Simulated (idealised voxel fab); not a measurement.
Presented below is a process module, voxel self aligned vias.
We display cut, a cross-section 220 nm in width whose square cells are each 5 nm.
Reading order for cross-sections: top band down to bottom band. Underlying form: a grid of square cells. Band size: one or more rows of cells.
Band entry format. Leading values: height of top, height of bottom, nm. Remainder: materials in left-to-right order, each with its width in nm. Special words: "edge to edge" on a single material, which then fills the band edge to edge; "empty", empty space.
For the purposes of this specification, 0 denotes the height below which the wafer in its as-received condition is composed wholly of one material, and the lowermost band, lacking a lower limit, extends downward without end, as expressed in "0 -> down".
The width entry "30..40" should be interpreted row by row: the top row of cells in the band takes the first number, the bottom row takes the second number, and the change between adjacent rows is uniform throughout.
Where the words "no change" appear for a step, the cross-section shows no cell changed by that step; every cell remained as before.
Empty spaces without an open route to the top, at least 8 cells in extent, make up the entry "Completely sealed voids"; each is given as width x height at distance, where the distance is measured from the left edge, and all are in nm.
Note: text after step settings on the step line = simulator remark on that step.
The "overlay nm" setting may appear on a step's line; for a step that uses a mask, it gives how far to the right of its planned position the mask lay, and a negative value indicates the left.
-- Process steps - plan
1) RECEIVE with material Si
2) CONFORMAL_DEP with material SiO2, thk nm 10
3) CONFORMAL_DEP with material SiCN, thk nm 5
4) DIRECTIONAL_DEP with material lowk, thk nm 25
5) PATTERN with tone open, mask id LINES, material resist, width nm 20, pitch nm 65, thk nm 15, overlay nm 0
6) DIRECTIONAL_ETCH with etch materials lowk, depth nm 25
7) STRIP with etch materials resist
8) CONFORMAL_DEP with material TiN, thk nm 5
9) FILL_DEP with material Ru, thk nm 10
10) CMP with height nm 40
11) SELECTIVE_ETCH with etch materials W Ru TiN, depth nm 10
12) FILL_DEP with material SiN, thk nm 10
13) CMP with height nm 40
14) DIRECTIONAL_DEP with material lowk, thk nm 20
15) DIRECTIONAL_DEP with material aC, thk nm 10
16) PATTERN with tone open, mask id VIAS, material resist, width nm 40, thk nm 25, overlay nm 0
17) DIRECTIONAL_ETCH with etch materials aC, depth nm 10
18) STRIP with etch materials resist
19) DIRECTIONAL_ETCH with etch materials lowk, depth nm 20
20) DIRECTIONAL_ETCH with etch materials SiN, depth nm 10
21) STRIP with etch materials aC
22) CONFORMAL_DEP with material TiN, thk nm 5
23) FILL_DEP with material W, thk nm 5
24) CMP with height nm 60
25) CONFORMAL_DEP with material SiCN, thk nm 5
-- first wafer, as planned
-- Shown in cross-section is the wafer as received, that is, as it stands after step 1
  0 -> down | Si edge to edge
  Completely sealed voids: none
-- After step 2: wafer cross-section
  10 -> 0 | SiO2 edge to edge
  Below 0, no change.
-- After step 3: wafer cross-section
  15 -> 10 | SiCN edge to edge
  Below 10, no change.
-- After step 4: wafer cross-section
  40 -> 15 | lowk edge to edge
  Below 15, no change.
-- After step 5: wafer cross-section
  55 -> 40 | resist 65 / empty 20 / resist 45 / empty 20 / resist 70
  Below 40, no change.
-- After step 6: wafer cross-section
  55 -> 40 | resist 65 / empty 20 / resist 45 / empty 20 / resist 70
  40 -> 15 | lowk 65 / empty 20 / lowk 45 / empty 20 / lowk 70
  Below 15, no change.
-- After step 7: wafer cross-section
  40 -> 15 | lowk 65 / empty 20 / lowk 45 / empty 20 / lowk 70
  Below 15, no change.
-- After step 8: wafer cross-section
  45 -> 40 | TiN 70 / empty 10 / TiN 55 / empty 10 / TiN 75
  40 -> 20 | lowk 65 / TiN 5 / empty 10 / TiN 5 / lowk 45 / TiN 5 / empty 10 / TiN 5 / lowk 70
  20 -> 15 | lowk 65 / TiN 20 / lowk 45 / TiN 20 / lowk 70
  Below 15, no change.
-- After step 9: wafer cross-section
  55 -> 45 | Ru edge to edge
  45 -> 40 | TiN 70 / Ru 10 / TiN 55 / Ru 10 / TiN 75
  40 -> 20 | lowk 65 / TiN 5 / Ru 10 / TiN 5 / lowk 45 / TiN 5 / Ru 10 / TiN 5 / lowk 70
  Below 20, no change.
-- After step 10: wafer cross-section
  40 -> 20 | lowk 65 / TiN 5 / Ru 10 / TiN 5 / lowk 45 / TiN 5 / Ru 10 / TiN 5 / lowk 70
  Below 20, no change.
-- After step 11: wafer cross-section
  40 -> 30 | lowk 65 / empty 20 / lowk 45 / empty 20 / lowk 70
  Below 30, no change.
-- After step 12: wafer cross-section
  50 -> 40 | SiN edge to edge
  40 -> 30 | lowk 65 / SiN 20 / lowk 45 / SiN 20 / lowk 70
  Below 30, no change.
-- After step 13: wafer cross-section
  40 -> 30 | lowk 65 / SiN 20 / lowk 45 / SiN 20 / lowk 70
  Below 30, no change.
-- After step 14: wafer cross-section
  60 -> 40 | lowk edge to edge
  Below 40, no change.
-- After step 15: wafer cross-section
  70 -> 60 | aC edge to edge
  Below 60, no change.
-- After step 16: wafer cross-section
  95 -> 70 | resist 55 / empty 40 / resist 125
  Below 70, no change.
-- After step 17: wafer cross-section
  85 -> 70 | resist 55 / empty 40 / resist 125
  70 -> 60 | aC 55 / empty 40 / aC 125
  Below 60, no change.
-- After step 18: wafer cross-section
  70 -> 60 | aC 55 / empty 40 / aC 125
  Below 60, no change.
-- After step 19: wafer cross-section
  70 -> 60 | aC 55 / empty 40 / aC 125
  60 -> 40 | lowk 55 / empty 40 / lowk 125
  Below 40, no change.
-- After step 20: wafer cross-section
  70 -> 60 | aC 55 / empty 40 / aC 125
  60 -> 40 | lowk 55 / empty 40 / lowk 125
  40 -> 30 | lowk 65 / empty 20 / lowk 45 / SiN 20 / lowk 70
  Below 30, no change.
-- After step 21: wafer cross-section
  60 -> 40 | lowk 55 / empty 40 / lowk 125
  Below 40, no change.
-- After step 22: wafer cross-section
  65 -> 60 | TiN 60 / empty 30 / TiN 130
  60 -> 45 | lowk 55 / TiN 5 / empty 30 / TiN 5 / lowk 125
  45 -> 40 | lowk 55 / TiN 15 / empty 10 / TiN 15 / lowk 125
  40 -> 35 | lowk 65 / TiN 5 / empty 10 / TiN 5 / lowk 45 / SiN 20 / lowk 70
  35 -> 30 | lowk 65 / TiN 20 / lowk 45 / SiN 20 / lowk 70
  Below 30, no change.
-- After step 23: wafer cross-section
  70 -> 65 | W edge to edge
  65 -> 60 | TiN 60 / W 30 / TiN 130
  60 -> 45 | lowk 55 / TiN 5 / W 30 / TiN 5 / lowk 125
  45 -> 40 | lowk 55 / TiN 15 / W 10 / TiN 15 / lowk 125
  40 -> 35 | lowk 65 / TiN 5 / W 10 / TiN 5 / lowk 45 / SiN 20 / lowk 70
  Below 35, no change.
-- After step 24: wafer cross-section
  60 -> 45 | lowk 55 / TiN 5 / W 30 / TiN 5 / lowk 125
  Below 45, no change.
-- After step 25: wafer cross-section
  65 -> 60 | SiCN edge to edge
  Below 60, no change.
-- The Second Wafer: Common Origin and Plan, One Mistake in Execution, Identical to the First Through Step 15
-- Cross-section, second wafer, at the end time the plan gives for step 16
  95 -> 70 | resist 50 / empty 50 / resist 120
  Below 70, no change.
-- Cross-section, second wafer, at the end time the plan gives for step 17
  85 -> 70 | resist 50 / empty 50 / resist 120
  70 -> 60 | aC 50 / empty 50 / aC 120
  Below 60, no change.
-- Cross-section, second wafer, at the end time the plan gives for step 18
  70 -> 60 | aC 50 / empty 50 / aC 120
  Below 60, no change.
-- Cross-section, second wafer, at the end time the plan gives for step 19
  70 -> 60 | aC 50 / empty 50 / aC 120
  60 -> 40 | lowk 50 / empty 50 / lowk 120
  Below 40, no change.
-- Cross-section, second wafer, at the end time the plan gives for step 20
  70 -> 60 | aC 50 / empty 50 / aC 120
  60 -> 40 | lowk 50 / empty 50 / lowk 120
  40 -> 30 | lowk 65 / empty 20 / lowk 45 / SiN 20 / lowk 70
  Below 30, no change.
-- Cross-section, second wafer, at the end time the plan gives for step 21
  60 -> 40 | lowk 50 / empty 50 / lowk 120
  Below 40, no change.
-- Cross-section, second wafer, at the end time the plan gives for step 22
  65 -> 60 | TiN 55 / empty 40 / TiN 125
  60 -> 45 | lowk 50 / TiN 5 / empty 40 / TiN 5 / lowk 120
  45 -> 40 | lowk 50 / TiN 20 / empty 10 / TiN 20 / lowk 120
  40 -> 35 | lowk 65 / TiN 5 / empty 10 / TiN 5 / lowk 45 / SiN 20 / lowk 70
  35 -> 30 | lowk 65 / TiN 20 / lowk 45 / SiN 20 / lowk 70
  Below 30, no change.
-- Cross-section, second wafer, at the end time the plan gives for step 23
  70 -> 65 | W edge to edge
  65 -> 60 | TiN 55 / W 40 / TiN 125
  60 -> 45 | lowk 50 / TiN 5 / W 40 / TiN 5 / lowk 120
  45 -> 40 | lowk 50 / TiN 20 / W 10 / TiN 20 / lowk 120
  40 -> 35 | lowk 65 / TiN 5 / W 10 / TiN 5 / lowk 45 / SiN 20 / lowk 70
  Below 35, no change.
-- Cross-section, second wafer, at the end time the plan gives for step 24
  60 -> 45 | lowk 50 / TiN 5 / W 40 / TiN 5 / lowk 120
  Below 45, no change.
-- Cross-section, second wafer, at the end time the plan gives for step 25
  65 -> 60 | SiCN edge to edge
  Below 60, no change.
Nonconformance to the process plan: step 16 ran differently from the plan; actual operation with settings: PATTERN with tone open, mask id VIAS, material resist, width nm 50, thk nm 25, overlay nm 0
End check, counted in cells, second wafer has more or fewer of these materials than the first: +2 TiN | +6 W | -8 lowk
